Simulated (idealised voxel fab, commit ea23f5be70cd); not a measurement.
The process module that follows is named voxel transistor to metal.
Cross-section cut spans 235 nm and uses square cells 5 nm in size.
Notation: cross-section as square-cell grid; stated in bands, top first, going down; one or more cell rows per band.
Quick guide to a band line: top height, bottom height (nm) up front; then every material left to right with its width in nm. Only one material and it's marked "throughout"? Then it fills the band edge to edge. And "blank" just means empty space.
Heights are measured from 0, the level below which the as-received wafer is all one material; the lowest band has no bottom and continues downward, written as in "0..down".
Graded width ("30..40"): value in top row of band = first number; value in bottom row = second number; row-to-row change constant.
Where the words "nothing got changed" appear for a step, the cross-section shows no cell changed by that step; every cell remained as before.
The entry titled "Sealed void list" provides the empty spaces that have no open way to the top, restricted to those of 8 cells or more. Each is presented as width x height at distance, the distance being measured from the left edge, with all three in nm.
Text after the settings on a step's line: the simulator's own remark on that step.
Regarding "overlay nm": on a step with a mask, it is the distance the mask lay to the right of its planned place; a negative value places it to the left.

The following list gives the planned process steps:
| 1 | RECEIVE | material Si |
| 2 | OXIDIZE | depth nm 5 |
| 3 | CONFORMAL_DEP | material SiN | thk nm 15 |
| 4 | DIRECTIONAL_DEP | material aC | thk nm 15 |
| 5 | PATTERN | tone cover | mask id ACTIVE | material resist | width nm 85 | pitch nm 105 | thk nm 35 | overlay nm 0 |
| 6 | DIRECTIONAL_ETCH | etch materials aC | depth nm 15 |
| 7 | STRIP | etch materials resist |
| 8 | DIRECTIONAL_ETCH | etch materials SiN | depth nm 15 |
| 9 | DIRECTIONAL_ETCH | etch materials SiO2 | depth nm 5 |
| 10 | DIRECTIONAL_ETCH | etch materials Si | depth nm 30 |
| 11 | STRIP | etch materials aC |
| 12 | OXIDIZE | depth nm 5 |
| 13 | FILL_DEP | material SiO2 | thk nm 15 |
| 14 | CMP | height nm 15 |
| 15 | SELECTIVE_ETCH | etch materials SiO2 | depth nm 10 |
| 16 | STRIP | etch materials SiN |
| 17 | SELECTIVE_ETCH | etch materials SiO2 | depth nm 5 |
| 18 | OXIDIZE | depth nm 5 |
| 19 | DIRECTIONAL_DEP | material polySi | thk nm 20 |
| 20 | DIRECTIONAL_DEP | material SiCN | thk nm 15 |
| 21 | DIRECTIONAL_DEP | material aC | thk nm 10 |
| 22 | PATTERN | tone cover | mask id GATE | material resist | width nm 15 | pitch nm 105 | thk nm 30 | overlay nm 0 |
| 23 | DIRECTIONAL_ETCH | etch materials aC | depth nm 10 |
| 24 | STRIP | etch materials resist |
| 25 | DIRECTIONAL_ETCH | etch materials SiCN | depth nm 25 |
| 26 | DIRECTIONAL_ETCH | etch materials polySi | depth nm 30 |
| 27 | STRIP | etch materials aC |
| 28 | CONFORMAL_DEP | material SiO2 | thk nm 5 |
| 29 | DIRECTIONAL_ETCH | etch materials SiO2 | depth nm 5 |
| 30 | CONFORMAL_DEP | material SiN | thk nm 5 |
| 31 | DIRECTIONAL_ETCH | etch materials SiN | depth nm 5 |
| 32 | DIRECTIONAL_ETCH | etch materials SiO2 | depth nm 5 |
| 33 | DIRECTIONAL_ETCH | etch materials Si | depth nm 5 |
| 34 | EPI | material SiGe | thk nm 5 |
| 35 | FILL_DEP | material SiO2 | thk nm 5 |
| 36 | CMP | height nm 30 |
| 37 | DIRECTIONAL_DEP | material SiO2 | thk nm 10 |
| 38 | PATTERN | tone open | mask id CONTACT | material resist | width nm 15 | thk nm 15 | overlay nm 0 |
| 39 | DIRECTIONAL_ETCH | etch materials SiO2 | depth nm 50 |
| 40 | STRIP | etch materials resist |
| 41 | CONFORMAL_DEP | material TiN | thk nm 5 |
| 42 | FILL_DEP | material W | thk nm 10 |
| 43 | CMP | height nm 40 |
| 44 | DIRECTIONAL_DEP | material TiN | thk nm 5 |
| 45 | DIRECTIONAL_DEP | material W | thk nm 25 |
| 46 | MASKED_ETCH | tone cover | mask id METAL_1 | width nm 15 | etch materials W | depth nm 25 | overlay nm 0 |
| 47 | MASKED_ETCH | tone cover | mask id METAL_1 | width nm 15 | etch materials TiN | depth nm 5 | overlay nm 0 |
| 48 | FILL_DEP | material SiO2 | thk nm 10 |
| 49 | CMP | height nm 70 |
| 50 | CONFORMAL_DEP | material SiCN | thk nm 5 |
| 51 | DIRECTIONAL_DEP | material SiO2 | thk nm 30 |
| 52 | PATTERN | tone open | mask id METAL_2 | material resist | width nm 15 | pitch nm 105 | thk nm 15 | overlay nm 0 |
| 53 | DIRECTIONAL_ETCH | etch materials SiO2 | depth nm 15 |
| 54 | STRIP | etch materials resist |
| 55 | PATTERN | tone open | mask id METAL_2_HOLES | material resist | width nm 15 | pitch nm 105 | thk nm 20 | overlay nm 0 |
| 56 | DIRECTIONAL_ETCH | etch materials SiO2 | depth nm 15 |
| 57 | DIRECTIONAL_ETCH | etch materials SiCN | depth nm 5 |
| 58 | STRIP | etch materials resist |
| 59 | CONFORMAL_DEP | material TiN | thk nm 5 |
| 60 | FILL_DEP | material Ru | thk nm 5 |
| 61 | CMP | height nm 105 |
| 62 | CONFORMAL_DEP | material SiCN | thk nm 5 |
It is noted that the wafers described herein are identical at the outset and are distinguished by the width nm of step 52; the value stated in the plan corresponds to the first wafer.

Received wafers, first of several: cross-section after step 1:
  0..down  Si throughout
  Sealed void list: none

Below: a row per wafer. Contents at end of module: for every material, cells gained since receipt (+) or lost since receipt (-); then closed voids:
width nm 15 | +12 Ru | -212 Si | +106 SiCN | +20 SiGe | +32 SiN | +830 SiO2 | +126 TiN | +96 W | +24 polySi | Sealed void list: none
width nm 20 | +16 Ru | -212 Si | +106 SiCN | +20 SiGe | +32 SiN | +824 SiO2 | +128 TiN | +96 W | +24 polySi | Sealed void list: none
width nm 25 | +20 Ru | -212 Si | +106 SiCN | +20 SiGe | +32 SiN | +818 SiO2 | +130 TiN | +96 W | +24 polySi | Sealed void list: none
width nm 30 | +24 Ru | -212 Si | +106 SiCN | +20 SiGe | +32 SiN | +812 SiO2 | +132 TiN | +96 W | +24 polySi | Sealed void list: none
